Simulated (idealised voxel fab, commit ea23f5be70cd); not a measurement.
process module | voxel gate over fins
cross-section cut | 210 nm wide | cells 5 nm
A cross-section is a grid of square cells, given in bands from the top down. A band is one or more rows of cells.
Each band's line starts with the height of the band's top and of its bottom, in nm. Then come its materials from left to right, each with its width in nm. One material with "throughout" fills the band from edge to edge. "air" is empty space.
Height 0 is the level under which the wafer as received is all one material. The lowest band goes on downwards, as in "0 down".
A width such as "30 to 40" changes by the same amount from each row of cells to the next, from the band's top row to its bottom row.
"no change" after a step means that no cell of the cross-section changed.
closed voids: empty space of 8 cells or more with no open way to the top, each as width x height at its distance from the left edge, in nm
after a step's settings: what the simulator itself notes on the step
overlay nm, on a step with a mask: how far to the right of its planned place the mask lay; to the left if negative
plan
1 op RECEIVE | material Si
2 op CONFORMAL_DEP | material SiN | thk nm 5
3 op DIRECTIONAL_DEP | material aC | thk nm 10
4 op PATTERN | tone cover | mask id FINS | material resist | width nm 15 | pitch nm 45 | thk nm 30 | overlay nm -15
5 op DIRECTIONAL_ETCH | etch materials aC | depth nm 10
6 op STRIP | etch materials resist
7 op DIRECTIONAL_ETCH | etch materials SiN | depth nm 5
8 op DIRECTIONAL_ETCH | etch materials Si | depth nm 35
9 op STRIP | etch materials aC
10 op OXIDIZE | depth nm 5
11 op FILL_DEP | material SiO2 | thk nm 15
12 op CMP | height nm 5
13 op SELECTIVE_ETCH | etch materials SiO2 | depth nm 20
14 op STRIP | etch materials SiN
15 op CONFORMAL_DEP | material HfO2 | thk nm 5
16 op CONFORMAL_DEP | material TiN | thk nm 5
17 op FILL_DEP | material W | thk nm 10
18 op CMP | height nm 15
19 op CONFORMAL_DEP | material SiN | thk nm 10
varied across the wafers: overlay nm of step 4. The plan shows the first wafer's value. All wafers start alike
first wafer as received, after step 1
  0 down: Si throughout
  closed voids: none
first wafer at the end, after step 19
  25 to 15: SiN throughout
  15 to 10: W throughout
  10 to 5: W 30 | TiN 25 | W 20 | TiN 25 | W 20 | TiN 25 | W 65
  5 to 0: W 30 | TiN 5 | HfO2 15 | TiN 5 | W 20 | TiN 5 | HfO2 15 | TiN 5 | W 20 | TiN 5 | HfO2 15 | TiN 5 | W 65
  0 to -5: W 30 | TiN 5 | HfO2 5 | Si 5 | HfO2 5 | TiN 5 | W 20 | TiN 5 | HfO2 5 | Si 5 | HfO2 5 | TiN 5 | W 20 | TiN 5 | HfO2 5 | Si 5 | HfO2 5 | TiN 5 | W 65
  -5 to -10: TiN 35 | HfO2 5 | Si 5 | HfO2 5 | TiN 30 | HfO2 5 | Si 5 | HfO2 5 | TiN 30 | HfO2 5 | Si 5 | HfO2 5 | TiN 70
  -10 to -15: HfO2 40 | Si 5 | HfO2 40 | Si 5 | HfO2 40 | Si 5 | HfO2 75
  -15 to -40: SiO2 40 | Si 5 | SiO2 40 | Si 5 | SiO2 40 | Si 5 | SiO2 75
  -40 down: Si throughout
  closed voids: none
last wafer at the end
  25 to 15: SiN throughout
  15 to 10: W throughout
  10 to 5: W 60 | TiN 25 | W 20 | TiN 25 | W 20 | TiN 25 | W 35
  5 to 0: W 60 | TiN 5 | HfO2 15 | TiN 5 | W 20 | TiN 5 | HfO2 15 | TiN 5 | W 20 | TiN 5 | HfO2 15 | TiN 5 | W 35
  0 to -5: W 60 | TiN 5 | HfO2 5 | Si 5 | HfO2 5 | TiN 5 | W 20 | TiN 5 | HfO2 5 | Si 5 | HfO2 5 | TiN 5 | W 20 | TiN 5 | HfO2 5 | Si 5 | HfO2 5 | TiN 5 | W 35
  -5 to -10: TiN 65 | HfO2 5 | Si 5 | HfO2 5 | TiN 30 | HfO2 5 | Si 5 | HfO2 5 | TiN 30 | HfO2 5 | Si 5 | HfO2 5 | TiN 40
  -10 to -15: HfO2 70 | Si 5 | HfO2 40 | Si 5 | HfO2 40 | Si 5 | HfO2 45
  -15 to -40: SiO2 70 | Si 5 | SiO2 40 | Si 5 | SiO2 40 | Si 5 | SiO2 45
  -40 down: Si throughout
  closed voids: none
each wafer at the end: cells of each material gained (+) or lost (-) since it was received, then its closed voids
overlay nm -15 | +60 HfO2 | -312 Si | +84 SiN | +195 SiO2 | +60 TiN | +123 W | closed voids: none
overlay nm -10 | +60 HfO2 | -312 Si | +84 SiN | +195 SiO2 | +60 TiN | +123 W | closed voids: none
overlay nm -5 | +60 HfO2 | -312 Si | +84 SiN | +195 SiO2 | +60 TiN | +123 W | closed voids: none
overlay nm 0 | +60 HfO2 | -312 Si | +84 SiN | +195 SiO2 | +60 TiN | +123 W | closed voids: none
overlay nm 5 | +60 HfO2 | -312 Si | +84 SiN | +195 SiO2 | +60 TiN | +123 W | closed voids: none
overlay nm 10 | +60 HfO2 | -312 Si | +84 SiN | +195 SiO2 | +60 TiN | +123 W | closed voids: none
overlay nm 15 | +60 HfO2 | -312 Si | +84 SiN | +195 SiO2 | +60 TiN | +123 W | closed voids: none
